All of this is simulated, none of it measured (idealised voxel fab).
process module | voxel released beams
cross-section cut | 220 nm wide | cells 5 nm
A cross-section is a grid of square cells, given in bands from the top down. A band is one or more rows of cells.
Each band's line starts with the height of the band's top and of its bottom, in nm. Then come its materials from left to right, each with its width in nm. One material with "throughout" fills the band from edge to edge. "air" is empty space.
Height 0 is the level under which the wafer as received is all one material. The lowest band goes on downwards, as in "0 down".
A width such as "30 to 40" changes by the same amount from each row of cells to the next, from the band's top row to its bottom row.
"no change" after a step means that no cell of the cross-section changed.
closed voids: empty space of 8 cells or more with no open way to the top, each as width x height at its distance from the left edge, in nm
after a step's settings: what the simulator itself notes on the step
overlay nm, on a step with a mask: how far to the right of its planned place the mask lay; to the left if negative
plan
1 op RECEIVE | material Si
2 op CONFORMAL_DEP | material SiN | thk nm 5
3 op DIRECTIONAL_DEP | material SiO2 | thk nm 10
4 op MASKED_ETCH | tone open | mask id ANCHOR | width nm 35 | etch materials SiO2 | depth nm 10 | overlay nm 0
5 op CONFORMAL_DEP | material W | thk nm 10
6 op MASKED_ETCH | tone cover | mask id BEAM | width nm 120 | etch materials W | depth nm 10 | overlay nm 0
7 op STRIP | etch materials SiO2
varied across the wafers: thk nm of step 2. The plan shows the first wafer's value. All wafers start alike
first wafer as received, after step 1
  0 down: Si throughout
  closed voids: none
each wafer at the end: cells of each material gained (+) or lost (-) since it was received, then its closed voids
thk nm 5 | +44 SiN | +56 W | closed voids: none
thk nm 10 | +88 SiN | +56 W | closed voids: none
thk nm 15 | +132 SiN | +56 W | closed voids: none
thk nm 20 | +176 SiN | +56 W | closed voids: none
